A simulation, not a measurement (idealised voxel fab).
voxel wiring stack: a process module
It is cross-section cut that appears here, measuring 180 nm in width, its square cells being 5 nm in size.
Cross-section, as written here: a square-cell grid given band by band from the top down, where a band holds one or more rows of cells.
Band: top and bottom heights (nm) first, top before bottom; then materials from left to right, widths in nm. "full width" marks a sole material filling the band edge to edge. "blank" denotes empty space.
Heights from 0 (as-received wafer is one material below). Bottom band endless downward, as "0 -> down".
So if you see something like "30->40" for the width, read it as the top row of the band sitting at the first number and the bottom row at the second, with every row in between moving by the same amount as the last.
"no alteration", as given for a step, is the statement that not any cell of the cross-section underwent a change during that step.
Heads up: "Unvented cavities" only lists the empty pockets with no open path to the top that are 8 cells or more, and it writes them as width x height at distance, distance from the left edge, in nm.
The remark found on a step's line after its settings is issued by the simulator itself and pertains to that step.
The optional step-line setting "overlay nm" applies to steps with a mask and quantifies how far to the right of its planned location the mask lay, a negative value indicating leftward placement.
**The process steps that were planned are listed below**
step 1: RECEIVE: material Si
step 2: CONFORMAL_DEP: material SiO2, thk nm 10
step 3: DIRECTIONAL_DEP: material TiN, thk nm 5
step 4: DIRECTIONAL_DEP: material Ru, thk nm 20
step 5: PATTERN: tone cover, mask id METAL_1, material resist, width nm 30, pitch nm 45, thk nm 15, overlay nm 0
step 6: DIRECTIONAL_ETCH: etch materials Ru, depth nm 20
step 7: DIRECTIONAL_ETCH: etch materials TiN, depth nm 5
step 8: STRIP: etch materials resist
step 9: FILL_DEP: material lowk, thk nm 5
step 10: CMP: height nm 35
step 11: CONFORMAL_DEP: material SiCN, thk nm 5
step 12: DIRECTIONAL_DEP: material lowk, thk nm 15
step 13: MASKED_ETCH: tone open, mask id PLUG_1, width nm 15, pitch nm 45, etch materials lowk, depth nm 15, overlay nm 0
step 14: MASKED_ETCH: tone open, mask id PLUG_1, width nm 15, pitch nm 45, etch materials SiCN, depth nm 5, overlay nm 0
step 15: CONFORMAL_DEP: material TiN, thk nm 5
step 16: FILL_DEP: material Cu, thk nm 5
step 17: CMP: height nm 55
step 18: DIRECTIONAL_DEP: material TiN, thk nm 5
step 19: DIRECTIONAL_DEP: material W, thk nm 25
step 20: DIRECTIONAL_DEP: material aC, thk nm 15
step 21: PATTERN: tone cover, mask id METAL_2, material resist, width nm 30, pitch nm 45, thk nm 35, overlay nm 0
step 22: DIRECTIONAL_ETCH: etch materials aC, depth nm 15
step 23: STRIP: etch materials resist
step 24: DIRECTIONAL_ETCH: etch materials W, depth nm 25
step 25: DIRECTIONAL_ETCH: etch materials TiN, depth nm 5
step 26: STRIP: etch materials aC
step 27: CONFORMAL_DEP: material SiN, thk nm 5
step 28: FILL_DEP: material lowk, thk nm 10
step 29: CMP: height nm 85
step 30: CONFORMAL_DEP: material SiCN, thk nm 5
step 31: DIRECTIONAL_DEP: material lowk, thk nm 10
step 32: MASKED_ETCH: tone open, mask id PLUG_2, width nm 15, etch materials lowk, depth nm 10, overlay nm 0
step 33: MASKED_ETCH: tone open, mask id PLUG_2, width nm 15, etch materials SiCN, depth nm 5, overlay nm 0
step 34: EPI: material Ru, thk nm 10
step 35: EPI: material Ru, thk nm 5
step 36: DIRECTIONAL_DEP: material TiN, thk nm 5
step 37: DIRECTIONAL_DEP: material W, thk nm 25
step 38: MASKED_ETCH: tone cover, mask id METAL_3, width nm 30, pitch nm 45, etch materials W, depth nm 25, overlay nm 0
step 39: MASKED_ETCH: tone cover, mask id METAL_3, width nm 30, pitch nm 45, etch materials TiN, depth nm 5, overlay nm 0
step 40: FILL_DEP: material lowk, thk nm 5
step 41: CMP: height nm 130
step 42: CONFORMAL_DEP: material SiN, thk nm 5
**Incoming wafer in cross-section (state: after step 1)**
- 0 -> down  Si full width
- Unvented cavities: none
**First wafer of two, sectioned at end of module; run went per plan**
- 135 -> 130  SiN full width
- 130 -> 105  50 of lowk / 30 of W / 15 of lowk / 30 of W / 55 of lowk
- 105 -> 100  50 of lowk / 30 of TiN / 15 of lowk / 30 of TiN / 55 of lowk
- 100 -> 90  50 of lowk / 15 of Ru / 115 of lowk
- 90 -> 85  50 of SiCN / 15 of Ru / 115 of SiCN
- 85 -> 60  45 of lowk / 5 of SiN / 30 of W / 5 of SiN / 5 of lowk / 5 of SiN / 30 of W / 5 of SiN / 50 of lowk
- 60 -> 55  50 of SiN / 30 of TiN / 15 of SiN / 30 of TiN / 55 of SiN
- 55 -> 40  50 of lowk / 5 of TiN / 5 of Cu / 5 of TiN / 30 of lowk / 5 of TiN / 5 of Cu / 5 of TiN / 70 of lowk
- 40 -> 35  50 of SiCN / 15 of TiN / 30 of SiCN / 15 of TiN / 70 of SiCN
- 35 -> 15  50 of lowk / 30 of Ru / 15 of lowk / 30 of Ru / 55 of lowk
- 15 -> 10  50 of lowk / 30 of TiN / 15 of lowk / 30 of TiN / 55 of lowk
- 10 -> 0  SiO2 full width
- 0 -> down  Si full width
- Unvented cavities: none
**Wafer two, end of module, cross-section. Same start, same plan as wafer one. One mistake in the run**
- 135 -> 130  SiN full width
- 130 -> 105  50 of W / 30 of lowk / 15 of W / 30 of lowk / 55 of W
- 105 -> 100  TiN full width
- 100 -> 90  50 of lowk / 15 of Ru / 115 of lowk
- 90 -> 85  50 of SiCN / 15 of Ru / 115 of SiCN
- 85 -> 60  45 of lowk / 5 of SiN / 30 of W / 5 of SiN / 5 of lowk / 5 of SiN / 30 of W / 5 of SiN / 50 of lowk
- 60 -> 55  50 of SiN / 30 of TiN / 15 of SiN / 30 of TiN / 55 of SiN
- 55 -> 40  50 of lowk / 5 of TiN / 5 of Cu / 5 of TiN / 30 of lowk / 5 of TiN / 5 of Cu / 5 of TiN / 70 of lowk
- 40 -> 35  50 of SiCN / 15 of TiN / 30 of SiCN / 15 of TiN / 70 of SiCN
- 35 -> 15  50 of lowk / 30 of Ru / 15 of lowk / 30 of Ru / 55 of lowk
- 15 -> 10  50 of lowk / 30 of TiN / 15 of lowk / 30 of TiN / 55 of lowk
- 10 -> 0  SiO2 full width
- 0 -> down  Si full width
- Unvented cavities: none
What broke from the plan during processing? for step 38, the planned setting was not used; the step was instead run as MASKED_ETCH: tone open, mask id METAL_3, width nm 30, pitch nm 45, etch materials W, depth nm 25, overlay nm 0
Bottom line after processing is that, in cells, the second wafer is up or down on some materials versus the first: +24 TiN; +60 W; -84 lowk
